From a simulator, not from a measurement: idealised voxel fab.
process module | voxel capacitor over wiring
cross-section cut | 155 nm wide | cells 5 nm
A cross-section is a grid of square cells, given in bands from the top down. A band is one or more rows of cells.
Each band's line starts with the height of the band's top and of its bottom, in nm. Then come its materials from left to right, each with its width in nm. One material with "throughout" fills the band from edge to edge. "air" is empty space.
Height 0 is the level under which the wafer as received is all one material. The lowest band goes on downwards, as in "0 down".
A width such as "30 to 40" changes by the same amount from each row of cells to the next, from the band's top row to its bottom row.
"no change" after a step means that no cell of the cross-section changed.
closed voids: empty space of 8 cells or more with no open way to the top, each as width x height at its distance from the left edge, in nm
after a step's settings: what the simulator itself notes on the step
overlay nm, on a step with a mask: how far to the right of its planned place the mask lay; to the left if negative
plan
1 op RECEIVE | material Si
2 op CONFORMAL_DEP | material SiO2 | thk nm 15
3 op CONFORMAL_DEP | material SiN | thk nm 5
4 op DIRECTIONAL_DEP | material SiO2 | thk nm 25
5 op DIRECTIONAL_DEP | material aC | thk nm 15
6 op PATTERN | tone open | mask id METAL_1 | material resist | width nm 30 | pitch nm 80 | thk nm 35 | overlay nm 0
7 op DIRECTIONAL_ETCH | etch materials aC | depth nm 15
8 op STRIP | etch materials resist
9 op DIRECTIONAL_ETCH | etch materials SiO2 | depth nm 25
10 op DIRECTIONAL_ETCH | etch materials SiN | depth nm 5
11 op STRIP | etch materials aC
12 op CONFORMAL_DEP | material TiN | thk nm 5
13 op FILL_DEP | material Ru | thk nm 5
14 op CMP | height nm 45
15 op CONFORMAL_DEP | material SiCN | thk nm 5
16 op DIRECTIONAL_DEP | material lowk | thk nm 15
17 op MASKED_ETCH | tone open | mask id PLUG_1 | width nm 15 | etch materials lowk | depth nm 15 | overlay nm 0
18 op MASKED_ETCH | tone open | mask id PLUG_1 | width nm 15 | etch materials SiCN | depth nm 5 | overlay nm 0
19 op EPI | material Ru | thk nm 10
20 op EPI | material Ru | thk nm 10
21 op DIRECTIONAL_DEP | material TiN | thk nm 10
22 op DIRECTIONAL_DEP | material HfO2 | thk nm 5
23 op DIRECTIONAL_DEP | material TiN | thk nm 10
24 op DIRECTIONAL_DEP | material aC | thk nm 15
25 op PATTERN | tone cover | mask id UPPER_PLATE | material resist | width nm 55 | thk nm 30 | overlay nm 0
26 op DIRECTIONAL_ETCH | etch materials aC | depth nm 15
27 op STRIP | etch materials resist
28 op DIRECTIONAL_ETCH | etch materials TiN | depth nm 10
29 op DIRECTIONAL_ETCH | etch materials HfO2 | depth nm 5
30 op STRIP | etch materials aC
31 op DIRECTIONAL_DEP | material aC | thk nm 10
32 op PATTERN | tone cover | mask id LOWER_PLATE | material resist | width nm 65 | thk nm 30 | overlay nm 0
33 op DIRECTIONAL_ETCH | etch materials aC | depth nm 10
34 op STRIP | etch materials resist
35 op DIRECTIONAL_ETCH | etch materials TiN | depth nm 10
36 op STRIP | etch materials aC
37 op FILL_DEP | material SiO2 | thk nm 20
38 op CMP | height nm 105
39 op MASKED_ETCH | tone open | mask id PLUG_2 | width nm 15 | etch materials SiO2 | depth nm 15 | overlay nm 0
40 op CONFORMAL_DEP | material TiN | thk nm 5
41 op FILL_DEP | material Ru | thk nm 10
42 op CMP | height nm 105
43 op CONFORMAL_DEP | material SiCN | thk nm 5
first wafer, as planned
as received, after step 1
  0 down: Si throughout
  closed voids: none
after step 2
  15 to 0: SiO2 throughout
  below 0: unchanged
after step 3
  20 to 15: SiN throughout
  below 15: unchanged
after step 4
  45 to 20: SiO2 throughout
  below 20: unchanged
after step 5
  60 to 45: aC throughout
  below 45: unchanged
after step 6
  95 to 60: resist 20 | air 30 | resist 50 | air 30 | resist 25
  below 60: unchanged
after step 7
  80 to 60: resist 20 | air 30 | resist 50 | air 30 | resist 25
  60 to 45: aC 20 | air 30 | aC 50 | air 30 | aC 25
  below 45: unchanged
after step 8
  60 to 45: aC 20 | air 30 | aC 50 | air 30 | aC 25
  below 45: unchanged
after step 9
  60 to 45: aC 20 | air 30 | aC 50 | air 30 | aC 25
  45 to 20: SiO2 20 | air 30 | SiO2 50 | air 30 | SiO2 25
  below 20: unchanged
after step 10
  60 to 45: aC 20 | air 30 | aC 50 | air 30 | aC 25
  45 to 20: SiO2 20 | air 30 | SiO2 50 | air 30 | SiO2 25
  20 to 15: SiN 20 | air 30 | SiN 50 | air 30 | SiN 25
  below 15: unchanged
after step 11
  45 to 20: SiO2 20 | air 30 | SiO2 50 | air 30 | SiO2 25
  below 20: unchanged
after step 12
  50 to 45: TiN 25 | air 20 | TiN 60 | air 20 | TiN 30
  45 to 20: SiO2 20 | TiN 5 | air 20 | TiN 5 | SiO2 50 | TiN 5 | air 20 | TiN 5 | SiO2 25
  20 to 15: SiN 20 | TiN 30 | SiN 50 | TiN 30 | SiN 25
  below 15: unchanged
after step 13
  55 to 50: Ru throughout
  50 to 45: TiN 25 | Ru 20 | TiN 60 | Ru 20 | TiN 30
  45 to 20: SiO2 20 | TiN 5 | Ru 20 | TiN 5 | SiO2 50 | TiN 5 | Ru 20 | TiN 5 | SiO2 25
  below 20: unchanged
after step 14
  45 to 20: SiO2 20 | TiN 5 | Ru 20 | TiN 5 | SiO2 50 | TiN 5 | Ru 20 | TiN 5 | SiO2 25
  below 20: unchanged
after step 15
  50 to 45: SiCN throughout
  below 45: unchanged
after step 16
  65 to 50: lowk throughout
  below 50: unchanged
after step 17
  65 to 50: lowk 35 | air 15 | lowk 105
  below 50: unchanged
after step 18
  65 to 50: lowk 35 | air 15 | lowk 105
  50 to 45: SiCN 35 | air 15 | SiCN 105
  below 45: unchanged
after step 19
  65 to 55: lowk 35 | air 15 | lowk 105
  55 to 50: lowk 35 | Ru 15 | lowk 105
  50 to 45: SiCN 35 | Ru 15 | SiCN 105
  below 45: unchanged
after step 20
  65 to 50: lowk 35 | Ru 15 | lowk 105
  below 50: unchanged
after step 21
  75 to 65: TiN throughout
  below 65: unchanged
after step 22
  80 to 75: HfO2 throughout
  below 75: unchanged
after step 23
  90 to 80: TiN throughout
  below 80: unchanged
after step 24
  105 to 90: aC throughout
  below 90: unchanged
after step 25
  135 to 105: air 35 | resist 55 | air 65
  below 105: unchanged
after step 26
  120 to 105: air 35 | resist 55 | air 65
  105 to 90: air 35 | aC 55 | air 65
  below 90: unchanged
after step 27
  105 to 90: air 35 | aC 55 | air 65
  below 90: unchanged
after step 28
  105 to 90: air 35 | aC 55 | air 65
  90 to 80: air 35 | TiN 55 | air 65
  below 80: unchanged
after step 29
  105 to 90: air 35 | aC 55 | air 65
  90 to 80: air 35 | TiN 55 | air 65
  80 to 75: air 35 | HfO2 55 | air 65
  below 75: unchanged
after step 30
  90 to 80: air 35 | TiN 55 | air 65
  below 80: unchanged
after step 31
  100 to 90: air 35 | aC 55 | air 65
  90 to 85: air 35 | TiN 55 | air 65
  85 to 80: aC 35 | TiN 55 | aC 65
  80 to 75: aC 35 | HfO2 55 | aC 65
  below 75: unchanged
after step 32
  130 to 100: air 30 | resist 65 | air 60
  100 to 90: air 30 | resist 5 | aC 55 | resist 5 | air 60
  90 to 85: air 30 | resist 5 | TiN 55 | resist 5 | air 60
  below 85: unchanged
after step 33
  120 to 100: air 30 | resist 65 | air 60
  100 to 90: air 30 | resist 5 | aC 55 | resist 5 | air 60
  90 to 85: air 30 | resist 5 | TiN 55 | resist 5 | air 60
  85 to 80: air 30 | aC 5 | TiN 55 | aC 5 | air 60
  80 to 75: air 30 | aC 5 | HfO2 55 | aC 5 | air 60
  below 75: unchanged
after step 34
  100 to 90: air 35 | aC 55 | air 65
  90 to 85: air 35 | TiN 55 | air 65
  below 85: unchanged
after step 35
  100 to 90: air 35 | aC 55 | air 65
  90 to 85: air 35 | TiN 55 | air 65
  85 to 80: air 30 | aC 5 | TiN 55 | aC 5 | air 60
  80 to 75: air 30 | aC 5 | HfO2 55 | aC 5 | air 60
  75 to 65: air 30 | TiN 65 | air 60
  below 65: unchanged
after step 36
  90 to 80: air 35 | TiN 55 | air 65
  80 to 75: air 35 | HfO2 55 | air 65
  below 75: unchanged
after step 37
  110 to 90: SiO2 throughout
  90 to 80: SiO2 35 | TiN 55 | SiO2 65
  80 to 75: SiO2 35 | HfO2 55 | SiO2 65
  75 to 65: SiO2 30 | TiN 65 | SiO2 60
  below 65: unchanged
after step 38
  105 to 90: SiO2 throughout
  below 90: unchanged
after step 39
  105 to 90: SiO2 45 | air 15 | SiO2 95
  below 90: unchanged
after step 40
  110 to 105: TiN 50 | air 5 | TiN 100
  105 to 95: SiO2 45 | TiN 5 | air 5 | TiN 5 | SiO2 95
  95 to 90: SiO2 45 | TiN 15 | SiO2 95
  below 90: unchanged
after step 41
  120 to 110: Ru throughout
  110 to 105: TiN 50 | Ru 5 | TiN 100
  105 to 95: SiO2 45 | TiN 5 | Ru 5 | TiN 5 | SiO2 95
  below 95: unchanged
after step 42
  105 to 95: SiO2 45 | TiN 5 | Ru 5 | TiN 5 | SiO2 95
  below 95: unchanged
after step 43
  110 to 105: SiCN throughout
  below 105: unchanged
second wafer: like start, like plan, one mistake. Through step 38 it matches the first wafer
when step 39 should have ended
  105 to 90: SiO2 40 | air 25 | SiO2 90
  below 90: unchanged
when step 40 should have ended
  110 to 105: TiN 45 | air 15 | TiN 95
  105 to 95: SiO2 40 | TiN 5 | air 15 | TiN 5 | SiO2 90
  95 to 90: SiO2 40 | TiN 25 | SiO2 90
  below 90: unchanged
when step 41 should have ended
  120 to 110: Ru throughout
  110 to 105: TiN 45 | Ru 15 | TiN 95
  105 to 95: SiO2 40 | TiN 5 | Ru 15 | TiN 5 | SiO2 90
  below 95: unchanged
when step 42 should have ended
  105 to 95: SiO2 40 | TiN 5 | Ru 15 | TiN 5 | SiO2 90
  below 95: unchanged
when step 43 should have ended
  110 to 105: SiCN throughout
  below 105: unchanged
what went wrong: step 39 ran as: op MASKED_ETCH | tone open | mask id PLUG_2 | width nm 25 | etch materials SiO2 | depth nm 15 | overlay nm 0
at the end the second wafer has, in cells: 4 more of Ru | 6 fewer of SiO2 | 2 more of TiN
